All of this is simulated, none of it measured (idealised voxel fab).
Process module under the name voxel gate over fins
It is cross-section cut that appears here, measuring 145 nm in width, its square cells being 5 nm in size.
Throughout this document, each cross-section is represented as a grid of square cells and is presented as a sequence of bands enumerated from the top downward, where a band comprises one or more rows of cells.
Band: top height; bottom height; in nm. Then, left to right: material with width in nm, for each material. "edge to edge": a single material spanning edge to edge. "empty": empty space.
Zero point of the height axis is 0; under it, received wafer = one material. Lowest band: continues down indefinitely, "from 0 down".
Width: "30..40" (first number = top row, second number = bottom row, same change from row to row of cells).
Step note "remained the same" = no cross-section cell changed.
Entry "Fully sealed cavities". Content: empty spaces with no open connection to the top, size 8 cells or greater. Each: width x height at distance. Distance: from left edge. Unit: nm.
Where a step's line continues beyond its settings, the continuation is a remark by the simulator itself on that step.
"overlay nm" on a masked step: distance the mask lay right of its planned place, negative for left.
THESE ARE THE STEPS WE PLANNED FOR THE PROCESS
| 1 | RECEIVE | material Si |
| 2 | CONFORMAL_DEP | material SiN | thk nm 10 |
| 3 | DIRECTIONAL_DEP | material aC | thk nm 10 |
| 4 | PATTERN | tone cover | mask id FINS | material resist | width nm 15 | pitch nm 35 | thk nm 30 | overlay nm 0 |
| 5 | DIRECTIONAL_ETCH | etch materials aC | depth nm 10 |
| 6 | STRIP | etch materials resist |
| 7 | DIRECTIONAL_ETCH | etch materials SiN | depth nm 10 |
| 8 | DIRECTIONAL_ETCH | etch materials Si | depth nm 40 |
| 9 | STRIP | etch materials aC |
| 10 | OXIDIZE | depth nm 5 |
| 11 | FILL_DEP | material SiO2 | thk nm 5 |
| 12 | CMP | height nm 10 |
| 13 | SELECTIVE_ETCH | etch materials SiO2 | depth nm 25 |
| 14 | STRIP | etch materials SiN |
| 15 | CONFORMAL_DEP | material HfO2 | thk nm 5 |
| 16 | CONFORMAL_DEP | material TiN | thk nm 5 |
| 17 | CONFORMAL_DEP | material TiAl | thk nm 5 |
| 18 | CONFORMAL_DEP | material TiN | thk nm 5 |
| 19 | FILL_DEP | material W | thk nm 15 |
| 20 | CMP | height nm 30 |
| 21 | CONFORMAL_DEP | material SiCN | thk nm 5 |
WAFER AS RECEIVED: CROSS-SECTION FOLLOWING STEP 1
	from 0 down = Si edge to edge
	Fully sealed cavities: none
THE CROSS-SECTION SHOWN CORRESPONDS TO THE WAFER AT THE CONCLUSION OF THE MODULE. THE INITIAL STRUCTURE AND THE PROCESS PLAN ARE THOSE PRESENTED ABOVE; HOWEVER, ONE MISTAKE OCCURRED IN EXECUTING THE PLAN
	from 35 to 30 = SiCN edge to edge
	from 30 to 20 = W edge to edge
	from 20 to 15 = W=30 | TiN=85 | W=30
	from 15 to 10 = W=30 | TiN=5 | TiAl=75 | TiN=5 | W=30
	from 10 to 5 = W=30 | TiN=5 | TiAl=5 | TiN=30 | TiAl=5 | TiN=30 | TiAl=5 | TiN=5 | W=30
	from 5 to 0 = TiN=35 | TiAl=5 | TiN=5 | HfO2=20 | TiN=5 | TiAl=5 | TiN=5 | HfO2=20 | TiN=5 | TiAl=5 | TiN=35
	from 0 to -5 = TiAl=40 | TiN=5 | HfO2=5 | Si=10 | HfO2=5 | TiN=5 | TiAl=5 | TiN=5 | HfO2=5 | Si=10 | HfO2=5 | TiN=5 | TiAl=40
	from -5 to -10 = TiN=45 | HfO2=5 | Si=10 | HfO2=5 | TiN=15 | HfO2=5 | Si=10 | HfO2=5 | TiN=45
	from -10 to -15 = HfO2=50 | Si=10 | HfO2=25 | Si=10 | HfO2=50
	from -15 to -45 = SiO2=50 | Si=10 | SiO2=25 | Si=10 | SiO2=50
	from -45 down = Si edge to edge
	Fully sealed cavities: none
The mistake made against the process plan was this: step 4 off recipe, ran as PATTERN | tone cover | mask id FINS | material resist | width nm 20 | pitch nm 35 | thk nm 30 | overlay nm 0
